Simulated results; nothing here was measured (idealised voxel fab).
Module name: voxel spacer lines (process module)
cross-section cut | 270 nm wide | cells 5 nm
A cross-section is written here as square cells arranged in a grid, and it is given in bands from the top down, each band taking up one or more rows of cells. Look at the band entry: it leads with the top's height and the bottom's height in nm. Then it lists the materials left to right, with a width in nm for each. The word "edge to edge" on a single material says that material fills the band edge to edge. The word "blank" is empty space. Height datum 0, below which the as-received substrate wafer is one material. Lowest band open at the bottom, running downward: "top 0, no bottom". A width given as "30->40" starts at the first number in the band's top row and ends at the second number in its bottom row, shifting by an equal amount at every step from row to row. "no modifications", as given for a step, is the statement that not any cell of the cross-section underwent a change during that step. Closed empty spaces (no open way to the top) of 8 cells or more are what "Completely sealed voids" lists, each as width x height at distance from the left edge, nm for all three. That trailing text on a step's line, after the settings, is the simulator's own remark on the step. overlay nm: step with mask; distance mask lay right of planned place; negative value = left of planned place.

**The following list gives the planned process steps**
1) RECEIVE | material Si
2) CONFORMAL_DEP | material Al2O3 | thk nm 10
3) DIRECTIONAL_DEP | material polySi | thk nm 20
4) DIRECTIONAL_DEP | material aC | thk nm 25
5) PATTERN | tone cover | mask id MANDREL | material resist | width nm 25 | pitch nm 80 | thk nm 35 | overlay nm 0
6) DIRECTIONAL_ETCH | etch materials aC | depth nm 25
7) STRIP | etch materials resist
8) CONFORMAL_DEP | material SiN | thk nm 15
9) DIRECTIONAL_ETCH | etch materials SiN | depth nm 15
10) STRIP | etch materials aC
11) DIRECTIONAL_ETCH | etch materials polySi | depth nm 20
12) STRIP | etch materials SiN

**Cross-section of the wafer as it came to us, i.e., already through step 1**
- top 0, no bottom: Si edge to edge
- Completely sealed voids: none

**a wafer at the end: this start, this plan, one mistake**
- top 50, bottom 30: 65 blank, 15 polySi, 25 blank, 15 polySi, 25 blank, 15 polySi, 25 blank, 15 polySi, 70 blank
- top 30, bottom 10: polySi edge to edge
- top 10, bottom 0: Al2O3 edge to edge
- top 0, no bottom: Si edge to edge
- Completely sealed voids: none
What was the processing mistake? in the plan, step 3 was performed twice
